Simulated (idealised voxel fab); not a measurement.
Name of the process module below: voxel released beams
185 nm wide, 5 nm square cells: that's cross-section cut.
In what follows, cross-sections appear as grids of square cells, described through bands that run from the top down, where every band is one or more rows of cells.
It is stipulated that each band's entry specify, in nanometres, the height of the top of the band and then that of its bottom, followed by the materials of the band in left-to-right sequence, each together with its width in nanometres. A single material marked by the word "edge to edge" is understood to fill the band from edge to edge; the word "blank" is understood to denote empty space.
Basically, 0 is our baseline, since under it the wafer straight out of the box is all one material. The bottom band has no lower end and keeps on going down, so it looks like "0 and below".
A two-number width, for instance "30..40", indicates that the width is equal to the first number in the top row of the band and to the second number in the bottom row, and that it changes by a constant amount per row of cells.
Step note "nothing got changed" = no cross-section cell changed.
Closed-off voids of 8+ cells (no open route to the top) go in "Sealed cavities", written width x height at distance from the left edge, in nm.
That trailing text on a step's line, after the settings, is the simulator's own remark on the step.
Each step line may optionally specify "overlay nm", which for a step with a mask gives the rightward distance between the mask's planned place and where it lay, a negative value indicating the leftward direction.
[The process steps that were planned are listed below]
- 1: RECEIVE,material Si
- 2: CONFORMAL_DEP,material SiN,thk nm 5
- 3: DIRECTIONAL_DEP,material SiO2,thk nm 15
- 4: PATTERN,tone open,mask id ANCHOR,material resist,width nm 30,thk nm 20,overlay nm 0
- 5: DIRECTIONAL_ETCH,etch materials SiO2,depth nm 15
- 6: STRIP,etch materials resist
- 7: CONFORMAL_DEP,material TiN,thk nm 10
- 8: MASKED_ETCH,tone cover,mask id BEAM,width nm 95,etch materials TiN,depth nm 10,overlay nm 0
- 9: STRIP,etch materials SiO2
[Below: the first of two wafers, run as planned]
[as received, after step 1]
- 0 and below: Si edge to edge
- Sealed cavities: none
[Cross-section: wafer state after step 2]
- 5 down to 0: SiN edge to edge
- Everything under 0 stays put, no change at all.
[Cross-section: wafer state after step 3]
- 20 down to 5: SiO2 edge to edge
- Everything under 5 stays put, no change at all.
[Cross-section: wafer state after step 4]
- 40 down to 20: 45 nm resist / 30 nm blank / 110 nm resist
- Everything under 20 stays put, no change at all.
[Cross-section: wafer state after step 5]
- 40 down to 20: 45 nm resist / 30 nm blank / 110 nm resist
- 20 down to 5: 45 nm SiO2 / 30 nm blank / 110 nm SiO2
- Everything under 5 stays put, no change at all.
[Cross-section: wafer state after step 6]
- 20 down to 5: 45 nm SiO2 / 30 nm blank / 110 nm SiO2
- Everything under 5 stays put, no change at all.
[Cross-section: wafer state after step 7]
- 30 down to 20: 55 nm TiN / 10 nm blank / 120 nm TiN
- 20 down to 15: 45 nm SiO2 / 10 nm TiN / 10 nm blank / 10 nm TiN / 110 nm SiO2
- 15 down to 5: 45 nm SiO2 / 30 nm TiN / 110 nm SiO2
- Everything under 5 stays put, no change at all.
[Cross-section: wafer state after step 8]
- 30 down to 20: 40 nm blank / 15 nm TiN / 10 nm blank / 70 nm TiN / 50 nm blank
- Everything under 20 stays put, no change at all.
[Cross-section: wafer state after step 9]
- 30 down to 20: 40 nm blank / 15 nm TiN / 10 nm blank / 70 nm TiN / 50 nm blank
- 20 down to 15: 45 nm blank / 10 nm TiN / 10 nm blank / 10 nm TiN / 110 nm blank
- 15 down to 5: 45 nm blank / 30 nm TiN / 110 nm blank
- Everything under 5 stays put, no change at all.
[Second wafer - shared start and plan with the first - one error in running - same as the first up to step 1 inclusive]
[Second wafer, sectioned view, at step 2's planned end time]
- 15 down to 0: SiO2 edge to edge
- Everything under 0 stays put, no change at all.
[Second wafer, sectioned view, at step 3's planned end time]
- 20 down to 15: SiN edge to edge
- Everything under 15 stays put, no change at all.
[Second wafer, sectioned view, at step 4's planned end time]
- 40 down to 20: 45 nm resist / 30 nm blank / 110 nm resist
- Everything under 20 stays put, no change at all.
Second wafer, sectioned view, at step 5's planned end time: nothing got changed
[Second wafer, sectioned view, at step 6's planned end time]
- 20 down to 15: SiN edge to edge
- Everything under 15 stays put, no change at all.
[Second wafer, sectioned view, at step 7's planned end time]
- 30 down to 20: TiN edge to edge
- Everything under 20 stays put, no change at all.
[Second wafer, sectioned view, at step 8's planned end time]
- 30 down to 20: 40 nm blank / 95 nm TiN / 50 nm blank
- Everything under 20 stays put, no change at all.
Second wafer, sectioned view, at step 9's planned end time: nothing got changed
It is concluded that the wafer was processed incorrectly with respect to the plan, in that steps 2 and 3 swapped
Final cells, second wafer relative to first, materials higher or lower: 111 more of SiO2, 12 fewer of TiN
